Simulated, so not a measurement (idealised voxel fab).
Process module heading - voxel air gaps
cross-section cut | 250 nm wide | cells 5 nm
Cross-section format: a grid of square cells, given as bands from top to bottom; each band is one or more rows of cells.
The band entry comprises the height of the band's top followed by the height of its bottom, expressed in nm, and subsequently the band's materials from left to right, each stated together with its width in nm. Where a single material is marked with the word "all across", that material fills the band from edge to edge. The word "empty" represents empty space.
Heights are measured from 0, the level below which the as-received wafer is all one material; the lowest band has no bottom and continues downward, written as in "from 0 down".
Top row gets the first number, bottom row gets the second, and each row in between changes by the same step: that is how a band width like "30->40" works.
It should be understood that the words "remained the same", when stated for a given step, signify that the cross-section underwent no change in any of its cells during that step.
If an empty space has no open way to the top and is at least 8 cells in size, "Voids, enclosed" lists it, written width x height at distance, where distance is measured from the left edge and every value is in nm.
What comes after the settings on a step's line is commentary from the simulator itself on that step.
"overlay nm" on a masked step: distance the mask lay right of its planned place, negative for left.

This section lists the process steps that were planned
1. RECEIVE,material Si
2. CONFORMAL_DEP,material SiO2,thk nm 15
3. CONFORMAL_DEP,material SiCN,thk nm 5
4. DIRECTIONAL_DEP,material SiO2,thk nm 30
5. MASKED_ETCH,tone open,mask id LINES,width nm 20,pitch nm 50,etch materials SiO2,depth nm 30,overlay nm 0
6. CONFORMAL_DEP,material TiN,thk nm 5
7. FILL_DEP,material W,thk nm 10
8. CMP,height nm 50
9. EPI,material Ru,thk nm 10
10. SELECTIVE_ETCH,etch materials SiO2,depth nm 40
11. CONFORMAL_DEP,material SiCN,thk nm 5

First of two wafers, with the run carried out as planned

Cross-sectional view of the wafer in its as-received condition, corresponding to the state after step 1
- from 0 down: Si all across
- Voids, enclosed: none

Step 2 complete: cross-section through the wafer
- from 15 to 0: SiO2 all across
- For the remainder of the cross-section, below 0, there is no change.

Step 3 complete: cross-section through the wafer
- from 20 to 15: SiCN all across
- For the remainder of the cross-section, below 15, there is no change.

Step 4 complete: cross-section through the wafer
- from 50 to 20: SiO2 all across
- For the remainder of the cross-section, below 20, there is no change.

Step 5 complete: cross-section through the wafer
- from 50 to 20: SiO2 40 nm, empty 20 nm, SiO2 30 nm, empty 20 nm, SiO2 30 nm, empty 20 nm, SiO2 30 nm, empty 20 nm, SiO2 40 nm
- For the remainder of the cross-section, below 20, there is no change.

Step 6 complete: cross-section through the wafer
- from 55 to 50: TiN 45 nm, empty 10 nm, TiN 40 nm, empty 10 nm, TiN 40 nm, empty 10 nm, TiN 40 nm, empty 10 nm, TiN 45 nm
- from 50 to 25: SiO2 40 nm, TiN 5 nm, empty 10 nm, TiN 5 nm, SiO2 30 nm, TiN 5 nm, empty 10 nm, TiN 5 nm, SiO2 30 nm, TiN 5 nm, empty 10 nm, TiN 5 nm, SiO2 30 nm, TiN 5 nm, empty 10 nm, TiN 5 nm, SiO2 40 nm
- from 25 to 20: SiO2 40 nm, TiN 20 nm, SiO2 30 nm, TiN 20 nm, SiO2 30 nm, TiN 20 nm, SiO2 30 nm, TiN 20 nm, SiO2 40 nm
- For the remainder of the cross-section, below 20, there is no change.

Step 7 complete: cross-section through the wafer
- from 65 to 55: W all across
- from 55 to 50: TiN 45 nm, W 10 nm, TiN 40 nm, W 10 nm, TiN 40 nm, W 10 nm, TiN 40 nm, W 10 nm, TiN 45 nm
- from 50 to 25: SiO2 40 nm, TiN 5 nm, W 10 nm, TiN 5 nm, SiO2 30 nm, TiN 5 nm, W 10 nm, TiN 5 nm, SiO2 30 nm, TiN 5 nm, W 10 nm, TiN 5 nm, SiO2 30 nm, TiN 5 nm, W 10 nm, TiN 5 nm, SiO2 40 nm
- For the remainder of the cross-section, below 25, there is no change.

Step 8 complete: cross-section through the wafer
- from 50 to 25: SiO2 40 nm, TiN 5 nm, W 10 nm, TiN 5 nm, SiO2 30 nm, TiN 5 nm, W 10 nm, TiN 5 nm, SiO2 30 nm, TiN 5 nm, W 10 nm, TiN 5 nm, SiO2 30 nm, TiN 5 nm, W 10 nm, TiN 5 nm, SiO2 40 nm
- For the remainder of the cross-section, below 25, there is no change.

Step 9 complete: cross-section through the wafer
- from 60 to 50: empty 30 nm, Ru 40 nm, empty 10 nm, Ru 40 nm, empty 10 nm, Ru 40 nm, empty 10 nm, Ru 40 nm, empty 30 nm
- For the remainder of the cross-section, below 50, there is no change.

Step 10 complete: cross-section through the wafer
- from 60 to 50: empty 30 nm, Ru 40 nm, empty 10 nm, Ru 40 nm, empty 10 nm, Ru 40 nm, empty 10 nm, Ru 40 nm, empty 30 nm
- from 50 to 25: empty 40 nm, TiN 5 nm, W 10 nm, TiN 5 nm, empty 30 nm, TiN 5 nm, W 10 nm, TiN 5 nm, empty 30 nm, TiN 5 nm, W 10 nm, TiN 5 nm, empty 30 nm, TiN 5 nm, W 10 nm, TiN 5 nm, empty 40 nm
- from 25 to 20: empty 40 nm, TiN 20 nm, empty 30 nm, TiN 20 nm, empty 30 nm, TiN 20 nm, empty 30 nm, TiN 20 nm, empty 40 nm
- For the remainder of the cross-section, below 20, there is no change.

Step 11 complete: cross-section through the wafer
- from 65 to 60: empty 25 nm, SiCN 200 nm, empty 25 nm
- from 60 to 50: empty 25 nm, SiCN 5 nm, Ru 40 nm, SiCN 10 nm, Ru 40 nm, SiCN 10 nm, Ru 40 nm, SiCN 10 nm, Ru 40 nm, SiCN 5 nm, empty 25 nm
- from 50 to 45: empty 25 nm, SiCN 15 nm, TiN 5 nm, W 10 nm, TiN 5 nm, SiCN 30 nm, TiN 5 nm, W 10 nm, TiN 5 nm, SiCN 30 nm, TiN 5 nm, W 10 nm, TiN 5 nm, SiCN 30 nm, TiN 5 nm, W 10 nm, TiN 5 nm, SiCN 15 nm, empty 25 nm
- from 45 to 25: empty 35 nm, SiCN 5 nm, TiN 5 nm, W 10 nm, TiN 5 nm, SiCN 5 nm, empty 20 nm, SiCN 5 nm, TiN 5 nm, W 10 nm, TiN 5 nm, SiCN 5 nm, empty 20 nm, SiCN 5 nm, TiN 5 nm, W 10 nm, TiN 5 nm, SiCN 5 nm, empty 20 nm, SiCN 5 nm, TiN 5 nm, W 10 nm, TiN 5 nm, SiCN 5 nm, empty 35 nm
- from 25 to 20: SiCN 40 nm, TiN 20 nm, SiCN 30 nm, TiN 20 nm, SiCN 30 nm, TiN 20 nm, SiCN 30 nm, TiN 20 nm, SiCN 40 nm
- For the remainder of the cross-section, below 20, there is no change.
- Voids, enclosed: 20 x 20 at 65; 20 x 20 at 115; 20 x 20 at 165

Second of two: same start, same plan, one run error; steps up to and including 7 match the first

Look at the second wafer in cross-section at the time step 8 ought to have finished: remained the same

Look at the second wafer in cross-section at the time step 9 ought to have finished
- from 75 to 65: Ru all across
- For the remainder of the cross-section, below 65, there is no change.

Look at the second wafer in cross-section at the time step 10 ought to have finished: remained the same

Look at the second wafer in cross-section at the time step 11 ought to have finished
- from 80 to 75: SiCN all across
- For the remainder of the cross-section, below 75, there is no change.
Here's what went sideways: step 8 was left out
The final cell counts differ between the wafers, with the second having more or fewer of some materials than the first: +36 Ru, -96 SiCN, +204 SiO2, +42 TiN, +108 W
So at the end we're looking at 3 closed voids on the first wafer and 0 on the second.
